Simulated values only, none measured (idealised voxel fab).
Presented below is a process module, voxel transistor to metal.
The cross-section on display is named cut; it measures 200 nm wide, and its cells are 5 nm squares.
A cross-section is written here as square cells arranged in a grid, and it is given in bands from the top down, each band taking up one or more rows of cells. First you get the band's top height and its bottom height, in nm, and then the materials it's made of, left to right, with each width in nm. If you see a single material with "everywhere", that one covers the band edge to edge. "blank" is empty space. Height 0 is the level under which the wafer as received is all one material. The lowest band goes on downwards, as in "0 and below". Top row gets the first number, bottom row gets the second, and each row in between changes by the same step: that is how a band width like "30->40" works. Step marked "identical to before"? Then no cell in the cross-section changed in it. Heads up: "Voids, fully enclosed" only lists the empty pockets with no open path to the top that are 8 cells or more, and it writes them as width x height at distance, distance from the left edge, in nm. Heads up: the bit after the settings on a step's line is the simulator's remark on that step. overlay nm: mask offset rightward from planned place, masked step; negative means leftward offset.

The planned process steps are enumerated hereunder
1,RECEIVE with material Si
2,CONFORMAL_DEP with material SiO2, thk nm 5
3,CONFORMAL_DEP with material SiN, thk nm 10
4,PATTERN with tone cover, mask id ACTIVE, material resist, width nm 120, thk nm 15, overlay nm 0
5,DIRECTIONAL_ETCH with etch materials SiN, depth nm 10
6,DIRECTIONAL_ETCH with etch materials SiO2, depth nm 5
7,DIRECTIONAL_ETCH with etch materials Si, depth nm 20
8,STRIP with etch materials resist
9,OXIDIZE with depth nm 5
10,FILL_DEP with material SiO2, thk nm 10
11,CMP with height nm 15
12,SELECTIVE_ETCH with etch materials SiO2, depth nm 10
13,STRIP with etch materials SiN
14,SELECTIVE_ETCH with etch materials SiO2, depth nm 5
15,OXIDIZE with depth nm 5
16,DIRECTIONAL_DEP with material polySi, thk nm 30
17,DIRECTIONAL_DEP with material SiCN, thk nm 15
18,DIRECTIONAL_DEP with material aC, thk nm 15
19,PATTERN with tone cover, mask id GATE, material resist, width nm 20, thk nm 35, overlay nm 0
20,DIRECTIONAL_ETCH with etch materials aC, depth nm 15
21,STRIP with etch materials resist
22,DIRECTIONAL_ETCH with etch materials SiCN, depth nm 25
23,DIRECTIONAL_ETCH with etch materials polySi, depth nm 40
24,STRIP with etch materials aC
25,CONFORMAL_DEP with material SiO2, thk nm 5
26,DIRECTIONAL_ETCH with etch materials SiO2, depth nm 5
27,CONFORMAL_DEP with material SiN, thk nm 5
28,DIRECTIONAL_ETCH with etch materials SiN, depth nm 5
29,DIRECTIONAL_ETCH with etch materials SiO2, depth nm 5
30,DIRECTIONAL_ETCH with etch materials Si, depth nm 5
31,EPI with material nSi, thk nm 5
32,FILL_DEP with material SiO2, thk nm 5
33,CMP with height nm 45
34,DIRECTIONAL_DEP with material SiO2, thk nm 15
35,DIRECTIONAL_DEP with material aC, thk nm 15
36,PATTERN with tone open, mask id CONTACT, material resist, width nm 20, pitch nm 80, thk nm 30, overlay nm 0
37,DIRECTIONAL_ETCH with etch materials aC, depth nm 15
38,STRIP with etch materials resist
39,DIRECTIONAL_ETCH with etch materials SiO2, depth nm 65
40,STRIP with etch materials aC
41,CONFORMAL_DEP with material TiN, thk nm 5
42,FILL_DEP with material W, thk nm 10
43,CMP with height nm 60
44,DIRECTIONAL_DEP with material TiN, thk nm 5
45,DIRECTIONAL_DEP with material Ru, thk nm 20
46,PATTERN with tone cover, mask id METAL_1, material resist, width nm 20, pitch nm 80, thk nm 20, overlay nm 0
47,DIRECTIONAL_ETCH with etch materials Ru, depth nm 20
48,DIRECTIONAL_ETCH with etch materials TiN, depth nm 5
49,STRIP with etch materials resist
50,FILL_DEP with material lowk, thk nm 10
51,CMP with height nm 85
52,CONFORMAL_DEP with material SiCN, thk nm 5

Shown in cross-section is the wafer as received, that is, as it stands after step 1
> 0 and below  Si everywhere
> Voids, fully enclosed: none

Cross-section taken at module completion on the first of two wafers; processed per the plan
> 90 down to 85  SiCN everywhere
> 85 down to 65  50 nm lowk, 20 nm Ru, 60 nm lowk, 20 nm Ru, 50 nm lowk
> 65 down to 60  50 nm lowk, 20 nm TiN, 60 nm lowk, 20 nm TiN, 50 nm lowk
> 60 down to 45  50 nm SiO2, 5 nm TiN, 10 nm W, 5 nm TiN, 60 nm SiO2, 5 nm TiN, 10 nm W, 5 nm TiN, 50 nm SiO2
> 45 down to 30  50 nm SiO2, 5 nm TiN, 10 nm W, 5 nm TiN, 10 nm SiO2, 5 nm SiN, 5 nm SiO2, 20 nm SiCN, 5 nm SiO2, 5 nm SiN, 10 nm SiO2, 5 nm TiN, 10 nm W, 5 nm TiN, 50 nm SiO2
> 30 down to 0  50 nm SiO2, 5 nm TiN, 10 nm W, 5 nm TiN, 10 nm SiO2, 5 nm SiN, 5 nm SiO2, 20 nm polySi, 5 nm SiO2, 5 nm SiN, 10 nm SiO2, 5 nm TiN, 10 nm W, 5 nm TiN, 50 nm SiO2
> 0 down to -5  50 nm SiO2, 20 nm TiN, 5 nm SiO2, 5 nm nSi, 40 nm SiO2, 5 nm nSi, 5 nm SiO2, 20 nm TiN, 50 nm SiO2
> -5 down to -10  45 nm SiO2, 35 nm nSi, 40 nm Si, 35 nm nSi, 45 nm SiO2
> -10 down to -25  45 nm SiO2, 110 nm Si, 45 nm SiO2
> -25 and below  Si everywhere
> Voids, fully enclosed: none

What the second wafer looks like in cross-section once the module is done. Its start and its plan matched the first wafer's exactly; what differed was one mistake in how it was run
> 90 down to 85  SiCN everywhere
> 85 down to 65  50 nm lowk, 20 nm Ru, 60 nm lowk, 20 nm Ru, 50 nm lowk
> 65 down to 60  50 nm lowk, 20 nm TiN, 60 nm lowk, 20 nm TiN, 50 nm lowk
> 60 down to 45  50 nm SiO2, 5 nm TiN, 10 nm W, 5 nm TiN, 60 nm SiO2, 5 nm TiN, 10 nm W, 5 nm TiN, 50 nm SiO2
> 45 down to 30  50 nm SiO2, 5 nm TiN, 10 nm W, 5 nm TiN, 10 nm SiO2, 5 nm SiN, 5 nm SiO2, 20 nm SiCN, 5 nm SiO2, 5 nm SiN, 10 nm SiO2, 5 nm TiN, 10 nm W, 5 nm TiN, 50 nm SiO2
> 30 down to 0  50 nm SiO2, 5 nm TiN, 10 nm W, 5 nm TiN, 10 nm SiO2, 5 nm SiN, 5 nm SiO2, 20 nm polySi, 5 nm SiO2, 5 nm SiN, 10 nm SiO2, 5 nm TiN, 10 nm W, 5 nm TiN, 50 nm SiO2
> 0 down to -5  50 nm SiO2, 20 nm TiN, 5 nm SiO2, 5 nm nSi, 40 nm SiO2, 5 nm nSi, 5 nm SiO2, 20 nm TiN, 50 nm SiO2
> -5 down to -10  45 nm SiO2, 35 nm nSi, 40 nm Si, 35 nm nSi, 45 nm SiO2
> -10 down to -35  45 nm SiO2, 110 nm Si, 45 nm SiO2
> -35 and below  Si everywhere
> Voids, fully enclosed: none
What broke from the plan during processing? not per plan at step 7, really ran DIRECTIONAL_ETCH with etch materials Si, depth nm 30
Wrapping up, a cell-based count of both wafers puts the second over or under the first for these materials: 36 fewer of Si | 36 more of SiO2
